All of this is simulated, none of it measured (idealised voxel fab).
Title: Process Module voxel transistor to metal
Xsec cut, 165 nm wide, square cell size 5 nm.
Notation: cross-section as square-cell grid; stated in bands, top first, going down; one or more cell rows per band.
Within each band entry, the heights of the top and of the bottom of the band appear first, in that order and in nm; the materials of the band then follow from left to right, each with its corresponding width in nm. The designation "all across" on a single material indicates that it fills the band from edge to edge; the designation "blank" indicates empty space.
Height 0 is the level under which the wafer as received is all one material. The lowest band goes on downwards, as in "0 -> down".
Per-row width for "30..40": begins at first number (top row of band), ends at second number (bottom row), increment between rows held constant.
It should be understood that the words "same as before", when stated for a given step, signify that the cross-section underwent no change in any of its cells during that step.
"Enclosed void inventory": empty spaces of 8 cells or more with no open way to the top, each given as width x height at distance, distance from the left edge, all in nm.
On each step's line, the part that comes after the settings is the simulator's own comment on the step.
overlay nm: where the mask lay relative to plan, measured to the right, on steps with a mask; negatives go left.
Read each pair as before and after one process step. The after cross-section shows only down to the lowest band that changed. The step between them and its settings are given below the pair. Pairs can come from different runs of this module on the same starting wafer. A pair continues from the pair above only where its "Pre-processing view" entry says so.
## Pre-processing view
> 95 -> 85  aC (35)  blank (15)  aC (65)  blank (15)  aC (35)
> 85 -> 70  SiO2 (35)  blank (15)  SiO2 (65)  blank (15)  SiO2 (35)
> 70 -> 60  SiO2 all across
> 60 -> 55  SiCN all across
> 55 -> 35  lowk (30)  SiN (5)  Ru (15)  SiN (5)  lowk (55)  SiN (5)  Ru (15)  SiN (5)  lowk (30)
> 35 -> 30  SiN (35)  TiN (15)  SiN (65)  TiN (15)  SiN (35)
> 30 -> 15  SiO2 (35)  TiN (5)  Ru (5)  TiN (5)  SiO2 (65)  TiN (5)  Ru (5)  TiN (5)  SiO2 (35)
> 15 -> 10  SiO2 (35)  TiN (5)  Ru (5)  TiN (5)  SiN (10)  HfO2 (5)  TiN (5)  W (25)  TiN (5)  HfO2 (5)  SiN (10)  TiN (5)  Ru (5)  TiN (5)  SiO2 (35)
> 10 -> 5  SiO2 (35)  TiN (15)  SiN (10)  HfO2 (5)  TiN (5)  W (25)  TiN (5)  HfO2 (5)  SiN (10)  TiN (15)  SiO2 (35)
> 5 -> 0  SiO2 (30)  SiN (10)  TiN (10)  SiN (10)  HfO2 (5)  TiN (35)  HfO2 (5)  SiN (10)  TiN (10)  SiN (10)  SiO2 (30)
> 0 -> -5  SiO2 (40)  pSi (10)  SiO2 (10)  HfO2 (45)  SiO2 (10)  pSi (10)  SiO2 (40)
> -5 -> -10  SiO2 (35)  Si (5)  pSi (10)  Si (65)  pSi (10)  Si (5)  SiO2 (35)
> -10 -> -35  SiO2 (35)  Si (95)  SiO2 (35)
> -35 -> down  Si all across
> Enclosed void inventory: none
## Result of Step
> 85 -> 70  SiO2 (35)  blank (15)  SiO2 (65)  blank (15)  SiO2 (35)
> Lower than 70, everything is as it was.
> Enclosed void inventory: none
The process step separating the two cross-sections depicted above is as follows: STRIP with etch materials aC
Pre-processing view: The pre-step condition corresponds to the post-step cross-section depicted in the pair directly above.
## Result of Step
> 85 -> 60  SiO2 (35)  blank (15)  SiO2 (65)  blank (15)  SiO2 (35)
> Lower than 60, everything is as it was.
> Enclosed void inventory: none
The process step separating the two cross-sections depicted above is as follows: MASKED_ETCH with tone open, mask id METAL_2_HOLES, width nm 15, pitch nm 80, etch materials SiO2, depth nm 10, overlay nm 0
Pre-processing view: The pre-step condition corresponds to the post-step cross-section depicted in the pair directly above.
## Result of Step
> 85 -> 60  SiO2 (35)  blank (15)  SiO2 (65)  blank (15)  SiO2 (35)
> 60 -> 55  SiCN (35)  blank (15)  SiCN (65)  blank (15)  SiCN (35)
> Lower than 55, everything is as it was.
> Enclosed void inventory: none
The process step separating the two cross-sections depicted above is as follows: MASKED_ETCH with tone open, mask id METAL_2_HOLES, width nm 15, pitch nm 80, etch materials SiCN, depth nm 5, overlay nm 0
Pre-processing view: The pre-step condition corresponds to the post-step cross-section depicted in the pair directly above.
## Result of Step
> 90 -> 85  TiN (40)  blank (5)  TiN (75)  blank (5)  TiN (40)
> 85 -> 60  SiO2 (35)  TiN (5)  blank (5)  TiN (5)  SiO2 (65)  TiN (5)  blank (5)  TiN (5)  SiO2 (35)
> 60 -> 55  SiCN (35)  TiN (15)  SiCN (65)  TiN (15)  SiCN (35)
> Lower than 55, everything is as it was.
> Enclosed void inventory: none
The process step separating the two cross-sections depicted above is as follows: CONFORMAL_DEP with material TiN, thk nm 5
Pre-processing view: The pre-step condition corresponds to the post-step cross-section depicted in the pair directly above.
## Result of Step
> 100 -> 90  Cu all across
> 90 -> 85  TiN (40)  Cu (5)  TiN (75)  Cu (5)  TiN (40)
> 85 -> 60  SiO2 (35)  TiN (5)  Cu (5)  TiN (5)  SiO2 (65)  TiN (5)  Cu (5)  TiN (5)  SiO2 (35)
> Lower than 60, everything is as it was.
> Enclosed void inventory: none
The process step separating the two cross-sections depicted above is as follows: FILL_DEP with material Cu, thk nm 10
Pre-processing view: The pre-step condition corresponds to the post-step cross-section depicted in the pair directly above.
## Result of Step
> 85 -> 60  SiO2 (35)  TiN (5)  Cu (5)  TiN (5)  SiO2 (65)  TiN (5)  Cu (5)  TiN (5)  SiO2 (35)
> Lower than 60, everything is as it was.
> Enclosed void inventory: none
The process step separating the two cross-sections depicted above is as follows: CMP with height nm 85
Pre-processing view: The pre-step condition corresponds to the post-step cross-section depicted in the pair directly above.
## Result of Step
> 90 -> 85  SiN all across
> Lower than 85, everything is as it was.
> Enclosed void inventory: none
The process step separating the two cross-sections depicted above is as follows: CONFORMAL_DEP with material SiN, thk nm 5
## Pre-processing view
> 30 -> 20  blank (65)  SiCN (35)  blank (65)
> 20 -> 5  blank (65)  polySi (35)  blank (65)
> 5 -> 0  SiO2 (25)  blank (40)  polySi (35)  blank (40)  SiO2 (25)
> 0 -> -5  SiO2 all across
> -5 -> -35  SiO2 (35)  Si (95)  SiO2 (35)
> -35 -> down  Si all across
> Enclosed void inventory: none
## Result of Step
> 30 -> 20  blank (65)  SiCN (35)  blank (65)
> 20 -> 0  blank (65)  polySi (35)  blank (65)
> 0 -> -5  SiO2 (25)  blank (40)  SiO2 (35)  blank (40)  SiO2 (25)
> Lower than -5, everything is as it was.
> Enclosed void inventory: none
The process step separating the two cross-sections depicted above is as follows: DIRECTIONAL_ETCH with etch materials SiO2, depth nm 5
Pre-processing view: The pre-step condition corresponds to the post-step cross-section depicted in the pair directly above.
## Result of Step
> 40 -> 30  blank (55)  SiN (55)  blank (55)
> 30 -> 20  blank (55)  SiN (10)  SiCN (35)  SiN (10)  blank (55)
> 20 -> 10  blank (55)  SiN (10)  polySi (35)  SiN (10)  blank (55)
> 10 -> 5  SiN (35)  blank (20)  SiN (10)  polySi (35)  SiN (10)  blank (20)  SiN (35)
> 5 -> 0  SiN (65)  polySi (35)  SiN (65)
> 0 -> -5  SiO2 (25)  SiN (40)  SiO2 (35)  SiN (40)  SiO2 (25)
> Lower than -5, everything is as it was.
> Enclosed void inventory: none
The process step separating the two cross-sections depicted above is as follows: CONFORMAL_DEP with material SiN, thk nm 10
Pre-processing view: The pre-step condition corresponds to the post-step cross-section depicted in the pair directly above.
## Result of Step
> 30 -> 20  blank (55)  SiN (10)  SiCN (35)  SiN (10)  blank (55)
> 20 -> 0  blank (55)  SiN (10)  polySi (35)  SiN (10)  blank (55)
> 0 -> -5  SiO2 (25)  SiN (10)  blank (20)  SiN (10)  SiO2 (35)  SiN (10)  blank (20)  SiN (10)  SiO2 (25)
> Lower than -5, everything is as it was.
> Enclosed void inventory: none
The process step separating the two cross-sections depicted above is as follows: DIRECTIONAL_ETCH with etch materials SiN, depth nm 10
Pre-processing view: The pre-step condition corresponds to the post-step cross-section depicted in the pair directly above.
## Result of Step
> 30 -> 20  blank (55)  SiN (10)  SiCN (35)  SiN (10)  blank (55)
> 20 -> 0  blank (55)  SiN (10)  polySi (35)  SiN (10)  blank (55)
> 0 -> -5  blank (25)  SiN (10)  blank (20)  SiN (10)  SiO2 (35)  SiN (10)  blank (20)  SiN (10)  blank (25)
> Lower than -5, everything is as it was.
> Enclosed void inventory: none
The process step separating the two cross-sections depicted above is as follows: DIRECTIONAL_ETCH with etch materials SiO2, depth nm 5
Pre-processing view: The pre-step condition corresponds to the post-step cross-section depicted in the pair directly above.
## Result of Step
> 30 -> 20  blank (55)  SiN (10)  SiCN (35)  SiN (10)  blank (55)
> 20 -> 0  blank (55)  SiN (10)  polySi (35)  SiN (10)  blank (55)
> 0 -> -5  blank (25)  SiN (10)  blank (20)  SiN (10)  SiO2 (35)  SiN (10)  blank (20)  SiN (10)  blank (25)
> -5 -> -10  SiO2 (35)  blank (20)  Si (55)  blank (20)  SiO2 (35)
> Lower than -10, everything is as it was.
> Enclosed void inventory: none
The process step separating the two cross-sections depicted above is as follows: DIRECTIONAL_ETCH with etch materials Si, depth nm 5
Pre-processing view: The pre-step condition corresponds to the post-step cross-section depicted in the pair directly above.
## Result of Step
> 30 -> 20  blank (55)  SiN (10)  SiCN (35)  SiN (10)  blank (55)
> 20 -> 0  blank (55)  SiN (10)  polySi (35)  SiN (10)  blank (55)
> 0 -> -5  blank (25)  SiN (10)  blank (15)  pSi (5)  SiN (10)  SiO2 (35)  SiN (10)  pSi (5)  blank (15)  SiN (10)  blank (25)
> -5 -> -10  SiO2 (35)  pSi (20)  Si (55)  pSi (20)  SiO2 (35)
> Lower than -10, everything is as it was.
> Enclosed void inventory: none
The process step separating the two cross-sections depicted above is as follows: EPI with material pSi, thk nm 5
Pre-processing view: The pre-step condition corresponds to the post-step cross-section depicted in the pair directly above.
## Result of Step
> 40 -> 30  SiO2 all across
> 30 -> 20  SiO2 (55)  SiN (10)  SiCN (35)  SiN (10)  SiO2 (55)
> 20 -> 0  SiO2 (55)  SiN (10)  polySi (35)  SiN (10)  SiO2 (55)
> 0 -> -5  SiO2 (25)  SiN (10)  SiO2 (15)  pSi (5)  SiN (10)  SiO2 (35)  SiN (10)  pSi (5)  SiO2 (15)  SiN (10)  SiO2 (25)
> Lower than -5, everything is as it was.
> Enclosed void inventory: none
The process step separating the two cross-sections depicted above is as follows: FILL_DEP with material SiO2, thk nm 10
Pre-processing view: The pre-step condition corresponds to the post-step cross-section depicted in the pair directly above.
## Result of Step
> 20 -> 0  SiO2 (55)  SiN (10)  polySi (35)  SiN (10)  SiO2 (55)
> Lower than 0, everything is as it was.
> Enclosed void inventory: none
The process step separating the two cross-sections depicted above is as follows: CMP with height nm 20
Pre-processing view: The pre-step condition corresponds to the post-step cross-section depicted in the pair directly above.
## Result of Step
> 20 -> 0  SiO2 (55)  SiN (10)  blank (35)  SiN (10)  SiO2 (55)
> Lower than 0, everything is as it was.
> Enclosed void inventory: none
The process step separating the two cross-sections depicted above is as follows: STRIP with etch materials polySi
Pre-processing view: The pre-step condition corresponds to the post-step cross-section depicted in the pair directly above.
## Result of Step
> 20 -> 15  blank (55)  SiN (10)  blank (35)  SiN (10)  blank (55)
> 15 -> 0  SiO2 (55)  SiN (10)  blank (35)  SiN (10)  SiO2 (55)
> 0 -> -5  SiO2 (25)  SiN (10)  SiO2 (15)  pSi (5)  SiN (10)  blank (35)  SiN (10)  pSi (5)  SiO2 (15)  SiN (10)  SiO2 (25)
> Lower than -5, everything is as it was.
> Enclosed void inventory: none
The process step separating the two cross-sections depicted above is as follows: SELECTIVE_ETCH with etch materials SiO2, depth nm 5
Pre-processing view: The pre-step condition corresponds to the post-step cross-section depicted in the pair directly above.
## Result of Step
> 25 -> 20  blank (50)  HfO2 (20)  blank (25)  HfO2 (20)  blank (50)
> 20 -> 15  HfO2 (55)  SiN (10)  HfO2 (5)  blank (25)  HfO2 (5)  SiN (10)  HfO2 (55)
> 15 -> 0  SiO2 (55)  SiN (10)  HfO2 (5)  blank (25)  HfO2 (5)  SiN (10)  SiO2 (55)
> 0 -> -5  SiO2 (25)  SiN (10)  SiO2 (15)  pSi (5)  SiN (10)  HfO2 (35)  SiN (10)  pSi (5)  SiO2 (15)  SiN (10)  SiO2 (25)
> Lower than -5, everything is as it was.
> Enclosed void inventory: none
The process step separating the two cross-sections depicted above is as follows: CONFORMAL_DEP with material HfO2, thk nm 5
Pre-processing view: The pre-step condition corresponds to the post-step cross-section depicted in the pair directly above.
## Result of Step
> 30 -> 25  blank (45)  TiN (30)  blank (15)  TiN (30)  blank (45)
> 25 -> 20  TiN (50)  HfO2 (20)  TiN (5)  blank (15)  TiN (5)  HfO2 (20)  TiN (50)
> 20 -> 15  HfO2 (55)  SiN (10)  HfO2 (5)  TiN (5)  blank (15)  TiN (5)  HfO2 (5)  SiN (10)  HfO2 (55)
> 15 -> 5  SiO2 (55)  SiN (10)  HfO2 (5)  TiN (5)  blank (15)  TiN (5)  HfO2 (5)  SiN (10)  SiO2 (55)
> 5 -> 0  SiO2 (55)  SiN (10)  HfO2 (5)  TiN (25)  HfO2 (5)  SiN (10)  SiO2 (55)
> Lower than 0, everything is as it was.
> Enclosed void inventory: none
The process step separating the two cross-sections depicted above is as follows: CONFORMAL_DEP with material TiN, thk nm 5
Pre-processing view: The pre-step condition corresponds to the post-step cross-section depicted in the pair directly above.
## Result of Step
> 40 -> 30  W all across
> 30 -> 25  W (45)  TiN (30)  W (15)  TiN (30)  W (45)
> 25 -> 20  TiN (50)  HfO2 (20)  TiN (5)  W (15)  TiN (5)  HfO2 (20)  TiN (50)
> 20 -> 15  HfO2 (55)  SiN (10)  HfO2 (5)  TiN (5)  W (15)  TiN (5)  HfO2 (5)  SiN (10)  HfO2 (55)
> 15 -> 5  SiO2 (55)  SiN (10)  HfO2 (5)  TiN (5)  W (15)  TiN (5)  HfO2 (5)  SiN (10)  SiO2 (55)
> Lower than 5, everything is as it was.
> Enclosed void inventory: none
The process step separating the two cross-sections depicted above is as follows: FILL_DEP with material W, thk nm 10
Pre-processing view: The pre-step condition corresponds to the post-step cross-section depicted in the pair directly above.
## Result of Step
> 15 -> 5  SiO2 (55)  SiN (10)  HfO2 (5)  TiN (5)  W (15)  TiN (5)  HfO2 (5)  SiN (10)  SiO2 (55)
> Lower than 5, everything is as it was.
> Enclosed void inventory: none
The process step separating the two cross-sections depicted above is as follows: CMP with height nm 15
Pre-processing view: The pre-step condition corresponds to the post-step cross-section depicted in the pair directly above.
## Result of Step
> 30 -> 15  SiO2 all across
> Lower than 15, everything is as it was.
> Enclosed void inventory: none
The process step separating the two cross-sections depicted above is as follows: DIRECTIONAL_DEP with material SiO2, thk nm 15
Pre-processing view: The pre-step condition corresponds to the post-step cross-section depicted in the pair directly above.
## Result of Step
> 40 -> 30  aC all across
> Lower than 30, everything is as it was.
> Enclosed void inventory: none
The process step separating the two cross-sections depicted above is as follows: DIRECTIONAL_DEP with material aC, thk nm 10
Pre-processing view: The pre-step condition corresponds to the post-step cross-section depicted in the pair directly above.
## Result of Step
> 70 -> 40  resist (35)  blank (15)  resist (65)  blank (15)  resist (35)
> Lower than 40, everything is as it was.
> Enclosed void inventory: none
The process step separating the two cross-sections depicted above is as follows: PATTERN with tone open, mask id CONTACT, material resist, width nm 15, pitch nm 80, thk nm 30, overlay nm 0
Pre-processing view: The pre-step condition corresponds to the post-step cross-section depicted in the pair directly above.
## Result of Step
> 60 -> 40  resist (35)  blank (15)  resist (65)  blank (15)  resist (35)
> 40 -> 30  aC (35)  blank (15)  aC (65)  blank (15)  aC (35)
> Lower than 30, everything is as it was.
> Enclosed void inventory: none
The process step separating the two cross-sections depicted above is as follows: DIRECTIONAL_ETCH with etch materials aC, depth nm 10
Pre-processing view: The pre-step condition corresponds to the post-step cross-section depicted in the pair directly above.
## Result of Step
> 40 -> 30  aC (35)  blank (15)  aC (65)  blank (15)  aC (35)
> Lower than 30, everything is as it was.
> Enclosed void inventory: none
The process step separating the two cross-sections depicted above is as follows: STRIP with etch materials resist
Pre-processing view: The pre-step condition corresponds to the post-step cross-section depicted in the pair directly above.
## Result of Step
> 40 -> 30  aC (35)  blank (15)  aC (65)  blank (15)  aC (35)
> 30 -> 15  SiO2 (35)  blank (15)  SiO2 (65)  blank (15)  SiO2 (35)
> 15 -> 5  SiO2 (35)  blank (15)  SiO2 (5)  SiN (10)  HfO2 (5)  TiN (5)  W (15)  TiN (5)  HfO2 (5)  SiN (10)  SiO2 (5)  blank (15)  SiO2 (35)
> 5 -> 0  SiO2 (35)  blank (15)  SiO2 (5)  SiN (10)  HfO2 (5)  TiN (25)  HfO2 (5)  SiN (10)  SiO2 (5)  blank (15)  SiO2 (35)
> Lower than 0, everything is as it was.
> Enclosed void inventory: none
The process step separating the two cross-sections depicted above is as follows: DIRECTIONAL_ETCH with etch materials SiO2, depth nm 30
Pre-processing view: The pre-step condition corresponds to the post-step cross-section depicted in the pair directly above.
## Result of Step
> 30 -> 15  SiO2 (35)  blank (15)  SiO2 (65)  blank (15)  SiO2 (35)
> Lower than 15, everything is as it was.
> Enclosed void inventory: none
The process step separating the two cross-sections depicted above is as follows: STRIP with etch materials aC
Pre-processing view: The pre-step condition corresponds to the post-step cross-section depicted in the pair directly above.
## Result of Step
> 35 -> 30  TiN (40)  blank (5)  TiN (75)  blank (5)  TiN (40)
> 30 -> 15  SiO2 (35)  TiN (5)  blank (5)  TiN (5)  SiO2 (65)  TiN (5)  blank (5)  TiN (5)  SiO2 (35)
> 15 -> 5  SiO2 (35)  TiN (5)  blank (5)  TiN (5)  SiO2 (5)  SiN (10)  HfO2 (5)  TiN (5)  W (15)  TiN (5)  HfO2 (5)  SiN (10)  SiO2 (5)  TiN (5)  blank (5)  TiN (5)  SiO2 (35)
> 5 -> 0  SiO2 (35)  TiN (15)  SiO2 (5)  SiN (10)  HfO2 (5)  TiN (25)  HfO2 (5)  SiN (10)  SiO2 (5)  TiN (15)  SiO2 (35)
> Lower than 0, everything is as it was.
> Enclosed void inventory: none
The process step separating the two cross-sections depicted above is as follows: CONFORMAL_DEP with material TiN, thk nm 5
Pre-processing view: The pre-step condition corresponds to the post-step cross-section depicted in the pair directly above.
## Result of Step
> 40 -> 35  Ru all across
> 35 -> 30  TiN (40)  Ru (5)  TiN (75)  Ru (5)  TiN (40)
> 30 -> 15  SiO2 (35)  TiN (5)  Ru (5)  TiN (5)  SiO2 (65)  TiN (5)  Ru (5)  TiN (5)  SiO2 (35)
> 15 -> 5  SiO2 (35)  TiN (5)  Ru (5)  TiN (5)  SiO2 (5)  SiN (10)  HfO2 (5)  TiN (5)  W (15)  TiN (5)  HfO2 (5)  SiN (10)  SiO2 (5)  TiN (5)  Ru (5)  TiN (5)  SiO2 (35)
> Lower than 5, everything is as it was.
> Enclosed void inventory: none
The process step separating the two cross-sections depicted above is as follows: FILL_DEP with material Ru, thk nm 5
Pre-processing view: The pre-step condition corresponds to the post-step cross-section depicted in the pair directly above.
## Result of Step
> 30 -> 15  SiO2 (35)  TiN (5)  Ru (5)  TiN (5)  SiO2 (65)  TiN (5)  Ru (5)  TiN (5)  SiO2 (35)
> Lower than 15, everything is as it was.
> Enclosed void inventory: none
The process step separating the two cross-sections depicted above is as follows: CMP with height nm 30
Pre-processing view: The pre-step condition corresponds to the post-step cross-section depicted in the pair directly above.
## Result of Step
> 35 -> 30  TiN all across
> Lower than 30, everything is as it was.
> Enclosed void inventory: none
The process step separating the two cross-sections depicted above is as follows: DIRECTIONAL_DEP with material TiN, thk nm 5
Pre-processing view: The pre-step condition corresponds to the post-step cross-section depicted in the pair directly above.
## Result of Step
> 55 -> 35  Ru all across
> Lower than 35, everything is as it was.
> Enclosed void inventory: none
The process step separating the two cross-sections depicted above is as follows: DIRECTIONAL_DEP with material Ru, thk nm 20
Pre-processing view: The pre-step condition corresponds to the post-step cross-section depicted in the pair directly above.
## Result of Step
> 55 -> 35  blank (35)  Ru (15)  blank (65)  Ru (15)  blank (35)
> Lower than 35, everything is as it was.
> Enclosed void inventory: none
The process step separating the two cross-sections depicted above is as follows: MASKED_ETCH with tone cover, mask id METAL_1, width nm 15, pitch nm 80, etch materials Ru, depth nm 20, overlay nm 0
Pre-processing view: The pre-step condition corresponds to the post-step cross-section depicted in the pair directly above.
## Result of Step
> 55 -> 35  blank (35)  Ru (15)  blank (65)  Ru (15)  blank (35)
> 35 -> 30  blank (35)  TiN (15)  blank (65)  TiN (15)  blank (35)
> Lower than 30, everything is as it was.
> Enclosed void inventory: none
The process step separating the two cross-sections depicted above is as follows: MASKED_ETCH with tone cover, mask id METAL_1, width nm 15, pitch nm 80, etch materials TiN, depth nm 5, overlay nm 0
Pre-processing view: The pre-step condition corresponds to the post-step cross-section depicted in the pair directly above.
## Result of Step
> 60 -> 55  blank (30)  SiN (25)  blank (55)  SiN (25)  blank (30)
> 55 -> 35  blank (30)  SiN (5)  Ru (15)  SiN (5)  blank (55)  SiN (5)  Ru (15)  SiN (5)  blank (30)
> 35 -> 30  SiN (35)  TiN (15)  SiN (65)  TiN (15)  SiN (35)
> Lower than 30, everything is as it was.
> Enclosed void inventory: none
The process step separating the two cross-sections depicted above is as follows: CONFORMAL_DEP with material SiN, thk nm 5
Pre-processing view: The pre-step condition corresponds to the post-step cross-section depicted in the pair directly above.
## Result of Step
> 70 -> 60  lowk all across
> 60 -> 55  lowk (30)  SiN (25)  lowk (55)  SiN (25)  lowk (30)
> 55 -> 35  lowk (30)  SiN (5)  Ru (15)  SiN (5)  lowk (55)  SiN (5)  Ru (15)  SiN (5)  lowk (30)
> Lower than 35, everything is as it was.
> Enclosed void inventory: none
The process step separating the two cross-sections depicted above is as follows: FILL_DEP with material lowk, thk nm 10
Pre-processing view: The pre-step condition corresponds to the post-step cross-section depicted in the pair directly above.
## Result of Step
> 55 -> 35  lowk (30)  SiN (5)  Ru (15)  SiN (5)  lowk (55)  SiN (5)  Ru (15)  SiN (5)  lowk (30)
> Lower than 35, everything is as it was.
> Enclosed void inventory: none
The process step separating the two cross-sections depicted above is as follows: CMP with height nm 55
Pre-processing view: The pre-step condition corresponds to the post-step cross-section depicted in the pair directly above.
## Result of Step
> 60 -> 55  SiCN all across
> Lower than 55, everything is as it was.
> Enclosed void inventory: none
The process step separating the two cross-sections depicted above is as follows: CONFORMAL_DEP with material SiCN, thk nm 5
Pre-processing view: The pre-step condition corresponds to the post-step cross-section depicted in the pair directly above.
## Result of Step
> 85 -> 60  SiO2 all across
> Lower than 60, everything is as it was.
> Enclosed void inventory: none
The process step separating the two cross-sections depicted above is as follows: DIRECTIONAL_DEP with material SiO2, thk nm 25
Pre-processing view: The pre-step condition corresponds to the post-step cross-section depicted in the pair directly above.
## Result of Step
> 95 -> 85  aC all across
> Lower than 85, everything is as it was.
> Enclosed void inventory: none
The process step separating the two cross-sections depicted above is as follows: DIRECTIONAL_DEP with material aC, thk nm 10
Pre-processing view: The pre-step condition corresponds to the post-step cross-section depicted in the pair directly above.
## Result of Step
> 120 -> 95  resist (35)  blank (15)  resist (65)  blank (15)  resist (35)
> Lower than 95, everything is as it was.
> Enclosed void inventory: none
The process step separating the two cross-sections depicted above is as follows: PATTERN with tone open, mask id METAL_2, material resist, width nm 15, pitch nm 80, thk nm 25, overlay nm 0
Pre-processing view: The pre-step condition corresponds to the post-step cross-section depicted in the pair directly above.
## Result of Step
> 110 -> 95  resist (35)  blank (15)  resist (65)  blank (15)  resist (35)
> 95 -> 85  aC (35)  blank (15)  aC (65)  blank (15)  aC (35)
> Lower than 85, everything is as it was.
> Enclosed void inventory: none
The process step separating the two cross-sections depicted above is as follows: DIRECTIONAL_ETCH with etch materials aC, depth nm 10
Pre-processing view: The pre-step condition corresponds to the post-step cross-section depicted in the pair directly above.
## Result of Step
> 95 -> 85  aC (35)  blank (15)  aC (65)  blank (15)  aC (35)
> Lower than 85, everything is as it was.
> Enclosed void inventory: none
The process step separating the two cross-sections depicted above is as follows: STRIP with etch materials resist
Pre-processing view: The pre-step condition corresponds to the post-step cross-section depicted in the pair directly above.
## Result of Step
> 95 -> 85  aC (35)  blank (15)  aC (65)  blank (15)  aC (35)
> 85 -> 70  SiO2 (35)  blank (15)  SiO2 (65)  blank (15)  SiO2 (35)
> Lower than 70, everything is as it was.
> Enclosed void inventory: none
The process step separating the two cross-sections depicted above is as follows: DIRECTIONAL_ETCH with etch materials SiO2, depth nm 15
Pre-processing view: The pre-step condition corresponds to the post-step cross-section depicted in the pair directly above.
## Result of Step
> 85 -> 70  SiO2 (35)  blank (15)  SiO2 (65)  blank (15)  SiO2 (35)
> Lower than 70, everything is as it was.
> Enclosed void inventory: none
The process step separating the two cross-sections depicted above is as follows: STRIP with etch materials aC
Pre-processing view: The pre-step condition corresponds to the post-step cross-section depicted in the pair directly above.
## Result of Step
> 85 -> 60  SiO2 (35)  blank (15)  SiO2 (65)  blank (15)  SiO2 (35)
> Lower than 60, everything is as it was.
> Enclosed void inventory: none
The process step separating the two cross-sections depicted above is as follows: MASKED_ETCH with tone open, mask id METAL_2_HOLES, width nm 15, pitch nm 80, etch materials SiO2, depth nm 10, overlay nm 0
Pre-processing view: The pre-step condition corresponds to the post-step cross-section depicted in the pair directly above.
## Result of Step
> 85 -> 60  SiO2 (35)  blank (15)  SiO2 (65)  blank (15)  SiO2 (35)
> 60 -> 55  SiCN (35)  blank (15)  SiCN (65)  blank (15)  SiCN (35)
> Lower than 55, everything is as it was.
> Enclosed void inventory: none
The process step separating the two cross-sections depicted above is as follows: MASKED_ETCH with tone open, mask id METAL_2_HOLES, width nm 15, pitch nm 80, etch materials SiCN, depth nm 5, overlay nm 0
Pre-processing view: The pre-step condition corresponds to the post-step cross-section depicted in the pair directly above.
## Result of Step
> 90 -> 85  TiN (40)  blank (5)  TiN (75)  blank (5)  TiN (40)
> 85 -> 60  SiO2 (35)  TiN (5)  blank (5)  TiN (5)  SiO2 (65)  TiN (5)  blank (5)  TiN (5)  SiO2 (35)
> 60 -> 55  SiCN (35)  TiN (15)  SiCN (65)  TiN (15)  SiCN (35)
> Lower than 55, everything is as it was.
> Enclosed void inventory: none
The process step separating the two cross-sections depicted above is as follows: CONFORMAL_DEP with material TiN, thk nm 5
Pre-processing view: The pre-step condition corresponds to the post-step cross-section depicted in the pair directly above.
## Result of Step
> 100 -> 90  Cu all across
> 90 -> 85  TiN (40)  Cu (5)  TiN (75)  Cu (5)  TiN (40)
> 85 -> 60  SiO2 (35)  TiN (5)  Cu (5)  TiN (5)  SiO2 (65)  TiN (5)  Cu (5)  TiN (5)  SiO2 (35)
> Lower than 60, everything is as it was.
> Enclosed void inventory: none
The process step separating the two cross-sections depicted above is as follows: FILL_DEP with material Cu, thk nm 10
Pre-processing view: The pre-step condition corresponds to the post-step cross-section depicted in the pair directly above.
## Result of Step
> 85 -> 60  SiO2 (35)  TiN (5)  Cu (5)  TiN (5)  SiO2 (65)  TiN (5)  Cu (5)  TiN (5)  SiO2 (35)
> Lower than 60, everything is as it was.
> Enclosed void inventory: none
The process step separating the two cross-sections depicted above is as follows: CMP with height nm 85
Pre-processing view: The pre-step condition corresponds to the post-step cross-section depicted in the pair directly above.
## Result of Step
> 90 -> 85  SiN all across
> Lower than 85, everything is as it was.
> Enclosed void inventory: none
The process step separating the two cross-sections depicted above is as follows: CONFORMAL_DEP with material SiN, thk nm 5
## Pre-processing view
> 30 -> 20  blank (30)  aC (105)  blank (30)
> 20 -> 5  blank (30)  SiN (105)  blank (30)
> 5 -> 0  blank (30)  SiO2 (105)  blank (30)
> 0 -> -30  blank (30)  Si (105)  blank (30)
> -30 -> down  Si all across
> Enclosed void inventory: none
## Result of Step
> 30 -> 20  blank (30)  aC (105)  blank (30)
> 20 -> 5  blank (30)  SiN (105)  blank (30)
> 5 -> 0  blank (30)  SiO2 (105)  blank (30)
> 0 -> -60  blank (30)  Si (105)  blank (30)
> Lower than -60, everything is as it was.
> Enclosed void inventory: none
The process step separating the two cross-sections depicted above is as follows: DIRECTIONAL_ETCH with etch materials Si, depth nm 30
Pre-processing view: The pre-step condition corresponds to the post-step cross-section depicted in the pair directly above.
## Result of Step
> 20 -> 5  blank (30)  SiN (105)  blank (30)
> Lower than 5, everything is as it was.
> Enclosed void inventory: none
The process step separating the two cross-sections depicted above is as follows: STRIP with etch materials aC
Pre-processing view: The pre-step condition corresponds to the post-step cross-section depicted in the pair directly above.
## Result of Step
> 20 -> 5  blank (30)  SiN (105)  blank (30)
> 5 -> 0  blank (30)  SiO2 (105)  blank (30)
> 0 -> -60  blank (30)  SiO2 (5)  Si (95)  SiO2 (5)  blank (30)
> -60 -> -65  SiO2 (35)  Si (95)  SiO2 (35)
> Lower than -65, everything is as it was.
> Enclosed void inventory: none
The process step separating the two cross-sections depicted above is as follows: OXIDIZE with depth nm 5
Pre-processing view: The pre-step condition corresponds to the post-step cross-section depicted in the pair directly above.
## Result of Step
> 30 -> 20  SiO2 all across
> 20 -> 5  SiO2 (30)  SiN (105)  SiO2 (30)
> 5 -> 0  SiO2 all across
> 0 -> -65  SiO2 (35)  Si (95)  SiO2 (35)
> Lower than -65, everything is as it was.
> Enclosed void inventory: none
The process step separating the two cross-sections depicted above is as follows: FILL_DEP with material SiO2, thk nm 10
Pre-processing view: The pre-step condition corresponds to the post-step cross-section depicted in the pair directly above.
## Result of Step
> 20 -> 5  SiO2 (30)  SiN (105)  SiO2 (30)
> Lower than 5, everything is as it was.
> Enclosed void inventory: none
The process step separating the two cross-sections depicted above is as follows: CMP with height nm 20
Pre-processing view: The pre-step condition corresponds to the post-step cross-section depicted in the pair directly above.
## Result of Step
> 20 -> 10  blank (30)  SiN (105)  blank (30)
> Lower than 10, everything is as it was.
> Enclosed void inventory: none
The process step separating the two cross-sections depicted above is as follows: SELECTIVE_ETCH with etch materials SiO2, depth nm 10
Pre-processing view: The pre-step condition corresponds to the post-step cross-section depicted in the pair directly above.
## Result of Step
> 10 -> 5  SiO2 (30)  blank (105)  SiO2 (30)
> Lower than 5, everything is as it was.
> Enclosed void inventory: none
The process step separating the two cross-sections depicted above is as follows: STRIP with etch materials SiN
Pre-processing view: The pre-step condition corresponds to the post-step cross-section depicted in the pair directly above.
## Result of Step
> 5 -> 0  SiO2 (25)  blank (115)  SiO2 (25)
> Lower than 0, everything is as it was.
> Enclosed void inventory: none
The process step separating the two cross-sections depicted above is as follows: SELECTIVE_ETCH with etch materials SiO2, depth nm 5
